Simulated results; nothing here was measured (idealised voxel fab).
process module | voxel air gaps
cross-section cut | 280 nm wide | cells 5 nm
A cross-section is a grid of square cells, given in bands from the top down. A band is one or more rows of cells.
Each band's line starts with the height of the band's top and of its bottom, in nm. Then come its materials from left to right, each with its width in nm. One material with "throughout" fills the band from edge to edge. "air" is empty space.
Height 0 is the level under which the wafer as received is all one material. The lowest band goes on downwards, as in "0 down".
A width such as "30 to 40" changes by the same amount from each row of cells to the next, from the band's top row to its bottom row.
"no change" after a step means that no cell of the cross-section changed.
closed voids: empty space of 8 cells or more with no open way to the top, each as width x height at its distance from the left edge, in nm
after a step's settings: what the simulator itself notes on the step
overlay nm, on a step with a mask: how far to the right of its planned place the mask lay; to the left if negative
plan
1 op RECEIVE | material Si
2 op CONFORMAL_DEP | material SiO2 | thk nm 15
3 op CONFORMAL_DEP | material SiCN | thk nm 5
4 op DIRECTIONAL_DEP | material lowk | thk nm 30
5 op DIRECTIONAL_DEP | material aC | thk nm 15
6 op PATTERN | tone open | mask id LINES | material resist | width nm 20 | pitch nm 50 | thk nm 30 | overlay nm 0
7 op DIRECTIONAL_ETCH | etch materials aC | depth nm 15
8 op STRIP | etch materials resist
9 op DIRECTIONAL_ETCH | etch materials lowk | depth nm 30
10 op STRIP | etch materials aC
11 op CONFORMAL_DEP | material TiN | thk nm 5
12 op FILL_DEP | material Cu | thk nm 5
13 op CMP | height nm 50
14 op EPI | material Ru | thk nm 10
15 op SELECTIVE_ETCH | etch materials lowk | depth nm 40
16 op CONFORMAL_DEP | material SiCN | thk nm 5
first wafer, as planned
as received, after step 1
  0 down: Si throughout
  closed voids: none
after step 2
  15 to 0: SiO2 throughout
  below 0: unchanged
after step 3
  20 to 15: SiCN throughout
  below 15: unchanged
after step 4
  50 to 20: lowk throughout
  below 20: unchanged
after step 5
  65 to 50: aC throughout
  below 50: unchanged
after step 6
  95 to 65: resist 55 | air 20 | resist 30 | air 20 | resist 30 | air 20 | resist 30 | air 20 | resist 55
  below 65: unchanged
after step 7
  80 to 65: resist 55 | air 20 | resist 30 | air 20 | resist 30 | air 20 | resist 30 | air 20 | resist 55
  65 to 50: aC 55 | air 20 | aC 30 | air 20 | aC 30 | air 20 | aC 30 | air 20 | aC 55
  below 50: unchanged
after step 8
  65 to 50: aC 55 | air 20 | aC 30 | air 20 | aC 30 | air 20 | aC 30 | air 20 | aC 55
  below 50: unchanged
after step 9
  65 to 50: aC 55 | air 20 | aC 30 | air 20 | aC 30 | air 20 | aC 30 | air 20 | aC 55
  50 to 20: lowk 55 | air 20 | lowk 30 | air 20 | lowk 30 | air 20 | lowk 30 | air 20 | lowk 55
  below 20: unchanged
after step 10
  50 to 20: lowk 55 | air 20 | lowk 30 | air 20 | lowk 30 | air 20 | lowk 30 | air 20 | lowk 55
  below 20: unchanged
after step 11
  55 to 50: TiN 60 | air 10 | TiN 40 | air 10 | TiN 40 | air 10 | TiN 40 | air 10 | TiN 60
  50 to 25: lowk 55 | TiN 5 | air 10 | TiN 5 | lowk 30 | TiN 5 | air 10 | TiN 5 | lowk 30 | TiN 5 | air 10 | TiN 5 | lowk 30 | TiN 5 | air 10 | TiN 5 | lowk 55
  25 to 20: lowk 55 | TiN 20 | lowk 30 | TiN 20 | lowk 30 | TiN 20 | lowk 30 | TiN 20 | lowk 55
  below 20: unchanged
after step 12
  60 to 55: Cu throughout
  55 to 50: TiN 60 | Cu 10 | TiN 40 | Cu 10 | TiN 40 | Cu 10 | TiN 40 | Cu 10 | TiN 60
  50 to 25: lowk 55 | TiN 5 | Cu 10 | TiN 5 | lowk 30 | TiN 5 | Cu 10 | TiN 5 | lowk 30 | TiN 5 | Cu 10 | TiN 5 | lowk 30 | TiN 5 | Cu 10 | TiN 5 | lowk 55
  below 25: unchanged
after step 13
  50 to 25: lowk 55 | TiN 5 | Cu 10 | TiN 5 | lowk 30 | TiN 5 | Cu 10 | TiN 5 | lowk 30 | TiN 5 | Cu 10 | TiN 5 | lowk 30 | TiN 5 | Cu 10 | TiN 5 | lowk 55
  below 25: unchanged
after step 14
  60 to 50: air 45 | Ru 40 | air 10 | Ru 40 | air 10 | Ru 40 | air 10 | Ru 40 | air 45
  below 50: unchanged
after step 15
  60 to 50: air 45 | Ru 40 | air 10 | Ru 40 | air 10 | Ru 40 | air 10 | Ru 40 | air 45
  50 to 25: air 55 | TiN 5 | Cu 10 | TiN 5 | air 30 | TiN 5 | Cu 10 | TiN 5 | air 30 | TiN 5 | Cu 10 | TiN 5 | air 30 | TiN 5 | Cu 10 | TiN 5 | air 55
  25 to 20: air 55 | TiN 20 | air 30 | TiN 20 | air 30 | TiN 20 | air 30 | TiN 20 | air 55
  below 20: unchanged
after step 16
  65 to 60: air 40 | SiCN 200 | air 40
  60 to 50: air 40 | SiCN 5 | Ru 40 | SiCN 10 | Ru 40 | SiCN 10 | Ru 40 | SiCN 10 | Ru 40 | SiCN 5 | air 40
  50 to 45: air 40 | SiCN 15 | TiN 5 | Cu 10 | TiN 5 | SiCN 30 | TiN 5 | Cu 10 | TiN 5 | SiCN 30 | TiN 5 | Cu 10 | TiN 5 | SiCN 30 | TiN 5 | Cu 10 | TiN 5 | SiCN 15 | air 40
  45 to 25: air 50 | SiCN 5 | TiN 5 | Cu 10 | TiN 5 | SiCN 5 | air 20 | SiCN 5 | TiN 5 | Cu 10 | TiN 5 | SiCN 5 | air 20 | SiCN 5 | TiN 5 | Cu 10 | TiN 5 | SiCN 5 | air 20 | SiCN 5 | TiN 5 | Cu 10 | TiN 5 | SiCN 5 | air 50
  25 to 20: SiCN 55 | TiN 20 | SiCN 30 | TiN 20 | SiCN 30 | TiN 20 | SiCN 30 | TiN 20 | SiCN 55
  below 20: unchanged
  closed voids: 20 x 20 at 80; 20 x 20 at 130; 20 x 20 at 180
second wafer: like start, like plan, one mistake. Through step 5 it matches the first wafer
when step 6 should have ended
  95 to 65: air 55 | resist 20 | air 30 | resist 20 | air 30 | resist 20 | air 30 | resist 20 | air 55
  below 65: unchanged
when step 7 should have ended
  80 to 65: air 55 | resist 20 | air 30 | resist 20 | air 30 | resist 20 | air 30 | resist 20 | air 55
  65 to 50: air 55 | aC 20 | air 30 | aC 20 | air 30 | aC 20 | air 30 | aC 20 | air 55
  below 50: unchanged
when step 8 should have ended
  65 to 50: air 55 | aC 20 | air 30 | aC 20 | air 30 | aC 20 | air 30 | aC 20 | air 55
  below 50: unchanged
when step 9 should have ended
  65 to 50: air 55 | aC 20 | air 30 | aC 20 | air 30 | aC 20 | air 30 | aC 20 | air 55
  50 to 20: air 55 | lowk 20 | air 30 | lowk 20 | air 30 | lowk 20 | air 30 | lowk 20 | air 55
  below 20: unchanged
when step 10 should have ended
  50 to 20: air 55 | lowk 20 | air 30 | lowk 20 | air 30 | lowk 20 | air 30 | lowk 20 | air 55
  below 20: unchanged
when step 11 should have ended
  55 to 50: air 50 | TiN 30 | air 20 | TiN 30 | air 20 | TiN 30 | air 20 | TiN 30 | air 50
  50 to 25: air 50 | TiN 5 | lowk 20 | TiN 5 | air 20 | TiN 5 | lowk 20 | TiN 5 | air 20 | TiN 5 | lowk 20 | TiN 5 | air 20 | TiN 5 | lowk 20 | TiN 5 | air 50
  25 to 20: TiN 55 | lowk 20 | TiN 30 | lowk 20 | TiN 30 | lowk 20 | TiN 30 | lowk 20 | TiN 55
  below 20: unchanged
when step 12 should have ended
  60 to 55: Cu throughout
  55 to 50: Cu 50 | TiN 30 | Cu 20 | TiN 30 | Cu 20 | TiN 30 | Cu 20 | TiN 30 | Cu 50
  50 to 25: Cu 50 | TiN 5 | lowk 20 | TiN 5 | Cu 20 | TiN 5 | lowk 20 | TiN 5 | Cu 20 | TiN 5 | lowk 20 | TiN 5 | Cu 20 | TiN 5 | lowk 20 | TiN 5 | Cu 50
  below 25: unchanged
when step 13 should have ended
  50 to 25: Cu 50 | TiN 5 | lowk 20 | TiN 5 | Cu 20 | TiN 5 | lowk 20 | TiN 5 | Cu 20 | TiN 5 | lowk 20 | TiN 5 | Cu 20 | TiN 5 | lowk 20 | TiN 5 | Cu 50
  below 25: unchanged
when step 14 should have ended
  60 to 50: Ru throughout
  below 50: unchanged
when step 15 should have ended: no change
when step 16 should have ended
  65 to 60: SiCN throughout
  below 60: unchanged
what went wrong: step 6 ran as: op PATTERN | tone cover | mask id LINES | material resist | width nm 20 | pitch nm 50 | thk nm 30 | overlay nm 0
at the end the second wafer has, in cells: 120 more of Cu | 48 more of Ru | 96 fewer of SiCN | 24 more of TiN | 96 more of lowk
closed voids at the end (first wafer, second wafer): 3, 0
